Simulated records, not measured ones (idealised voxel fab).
You're looking at the process module voxel gate over fins.
Cross-section cut: width 205 nm, square cells of 5 nm.
Reading order for cross-sections: top band down to bottom band. Underlying form: a grid of square cells. Band size: one or more rows of cells.
In this notation a band is specified by the heights of its top and bottom, in that order and in nm, after which its materials appear from left to right, each paired with its width in nm. The word "everywhere" attached to a single material means that material fills the band from edge to edge; the word "air" stands for empty space.
Where do heights start? At 0: under that level the wafer as delivered is made of one material only. And the lowest band has no floor; it just carries on downward, as in "0..down".
It should be noted that a width expressed as "30->40" varies in equal increments from row to row of cells within the band, taking the value of the first number at the top row and that of the second number at the bottom row.
Where the words "no alterations made" appear for a step, the cross-section shows no cell changed by that step; every cell remained as before.
You'll see "Closed-off voids" listing empty spaces that have no way open to the top, as long as they're 8 cells or more; the notation is width x height at distance, where the distance is from the left edge, and all of it is in nm.
What comes after the settings on a step's line is commentary from the simulator itself on that step.
If you see "overlay nm" on a step's line and that step has a mask, it's telling you how far right of where it was planned the mask ended up; a negative number means it went left instead.
[Listed below are the process steps as planned]
| 1 | RECEIVE with material Si |
| 2 | CONFORMAL_DEP with material SiN, thk nm 5 |
| 3 | PATTERN with tone cover, mask id FINS, material resist, width nm 15, pitch nm 45, thk nm 20, overlay nm 0 |
| 4 | DIRECTIONAL_ETCH with etch materials SiN, depth nm 5 |
| 5 | DIRECTIONAL_ETCH with etch materials Si, depth nm 30 |
| 6 | STRIP with etch materials resist |
| 7 | FILL_DEP with material SiO2, thk nm 5 |
| 8 | CMP with height nm 5 |
| 9 | SELECTIVE_ETCH with etch materials SiO2, depth nm 20 |
| 10 | STRIP with etch materials SiN |
| 11 | CONFORMAL_DEP with material HfO2, thk nm 5 |
| 12 | CONFORMAL_DEP with material TiN, thk nm 5 |
| 13 | CONFORMAL_DEP with material TiAl, thk nm 5 |
| 14 | CONFORMAL_DEP with material TiN, thk nm 5 |
| 15 | FILL_DEP with material W, thk nm 15 |
| 16 | CMP with height nm 30 |
| 17 | CONFORMAL_DEP with material SiN, thk nm 10 |
[As-received wafer cross-section (after step 1)]
	0..down  Si everywhere
	Closed-off voids: none
[Module complete - cross-section of the first of two wafers, run according to plan]
	40..30  SiN everywhere
	30..20  W everywhere
	20..15  50 W  100 TiN  55 W
	15..10  50 W  5 TiN  90 TiAl  5 TiN  55 W
	10..5  50 W  5 TiN  5 TiAl  35 TiN  10 TiAl  35 TiN  5 TiAl  5 TiN  55 W
	5..0  55 TiN  5 TiAl  5 TiN  25 HfO2  5 TiN  10 TiAl  5 TiN  25 HfO2  5 TiN  5 TiAl  60 TiN
	0..-5  60 TiAl  5 TiN  5 HfO2  15 Si  5 HfO2  5 TiN  10 TiAl  5 TiN  5 HfO2  15 Si  5 HfO2  5 TiN  65 TiAl
	-5..-10  65 TiN  5 HfO2  15 Si  5 HfO2  20 TiN  5 HfO2  15 Si  5 HfO2  70 TiN
	-10..-15  70 HfO2  15 Si  30 HfO2  15 Si  75 HfO2
	-15..-30  70 SiO2  15 Si  30 SiO2  15 Si  75 SiO2
	-30..down  Si everywhere
	Closed-off voids: none
[Cross-section, second wafer: same start as the first, same plan as the first, one mistake in running it; taken at the end of the module]
	40..30  SiN everywhere
	30..20  W everywhere
	20..15  50 W  100 TiAl  55 W
	15..5  50 W  5 TiAl  90 TiN  5 TiAl  55 W
	5..0  55 TiAl  10 TiN  25 HfO2  20 TiN  25 HfO2  10 TiN  60 TiAl
	0..-10  65 TiN  5 HfO2  15 Si  5 HfO2  20 TiN  5 HfO2  15 Si  5 HfO2  70 TiN
	-10..-15  70 HfO2  15 Si  30 HfO2  15 Si  75 HfO2
	-15..-30  70 SiO2  15 Si  30 SiO2  15 Si  75 SiO2
	-30..down  Si everywhere
	Closed-off voids: none
What was done differently from what was planned? the run placed steps 13 and 14 each in the position the plan gave to the other
In the final state, the cell counts of the second wafer exceed or fall short of those of the first for the following materials: -6 TiAl | +6 TiN
